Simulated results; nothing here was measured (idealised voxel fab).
process module | voxel plated lines
cross-section cut | 220 nm wide | cells 5 nm
A cross-section is written here as square cells arranged in a grid, and it is given in bands from the top down, each band taking up one or more rows of cells.
A band entry consists of two parts. The first gives the height of the band's top and the height of its bottom, in nm. The rest lists the band's materials from left to right, each with its width in nm. A single material labelled with the word "everywhere" fills the band from edge to edge, and the word "empty" marks empty space.
Height datum 0, below which the as-received substrate wafer is one material. Lowest band open at the bottom, running downward: "0 -> down".
Note: "30 to 40" means the width goes from the first number (top row of the band) to the second number (bottom row) in equal steps per row of cells.
Given "no change occurred" for a step, no cell of the cross-section differs between before and after that step.
If an empty space has no open way to the top and is at least 8 cells in size, "Catalogued sealed voids" lists it, written width x height at distance, where distance is measured from the left edge and every value is in nm.
Formally, on a step line, whatever follows the settings is a remark that the simulator itself makes on the step.
"overlay nm" answers the question of how far to the right of plan the mask lay on a step that has a mask, and when it is negative the answer is to the left.

Steps in the process plan
- 1: RECEIVE with material Si
- 2: CONFORMAL_DEP with material SiN, thk nm 15
- 3: DIRECTIONAL_DEP with material TiN, thk nm 5
- 4: PATTERN with tone open, mask id LINES, material resist, width nm 15, pitch nm 35, thk nm 25, overlay nm 0
- 5: EPI with material Ru, thk nm 10
- 6: EPI with material Ru, thk nm 10
- 7: STRIP with etch materials resist
- 8: DIRECTIONAL_ETCH with etch materials TiN, depth nm 5
- 9: CONFORMAL_DEP with material SiCN, thk nm 10

Cross-sectional view of the wafer in its as-received condition, corresponding to the state after step 1
0 -> down = Si everywhere
Catalogued sealed voids: none

Cross-section, first of two wafers, end of module, run as planned
50 -> 40 = 75 of empty | 70 of SiCN | 75 of empty
40 -> 25 = 75 of empty | 10 of SiCN | 15 of Ru | 20 of SiCN | 15 of Ru | 10 of SiCN | 75 of empty
25 -> 20 = 85 of SiCN | 15 of Ru | 20 of SiCN | 15 of Ru | 85 of SiCN
20 -> 15 = 85 of SiCN | 15 of TiN | 20 of SiCN | 15 of TiN | 85 of SiCN
15 -> 0 = SiN everywhere
0 -> down = Si everywhere
Catalogued sealed voids: none

This cross-section belongs to the second wafer of two at the end of the module; the start and the plan were shared with the first, and the run included one mistake
50 -> 40 = 70 of empty | 70 of SiCN | 80 of empty
40 -> 25 = 70 of empty | 10 of SiCN | 15 of Ru | 20 of SiCN | 15 of Ru | 10 of SiCN | 80 of empty
25 -> 20 = 80 of SiCN | 15 of Ru | 20 of SiCN | 15 of Ru | 90 of SiCN
20 -> 15 = 80 of SiCN | 15 of TiN | 20 of SiCN | 15 of TiN | 90 of SiCN
15 -> 0 = SiN everywhere
0 -> down = Si everywhere
Catalogued sealed voids: none
Against the plan, the run slipped here: step 4 changed vs plan, executed as PATTERN with tone open, mask id LINES, material resist, width nm 15, pitch nm 35, thk nm 25, overlay nm -5
Both wafers, final: cells per material equal; arrangement not.
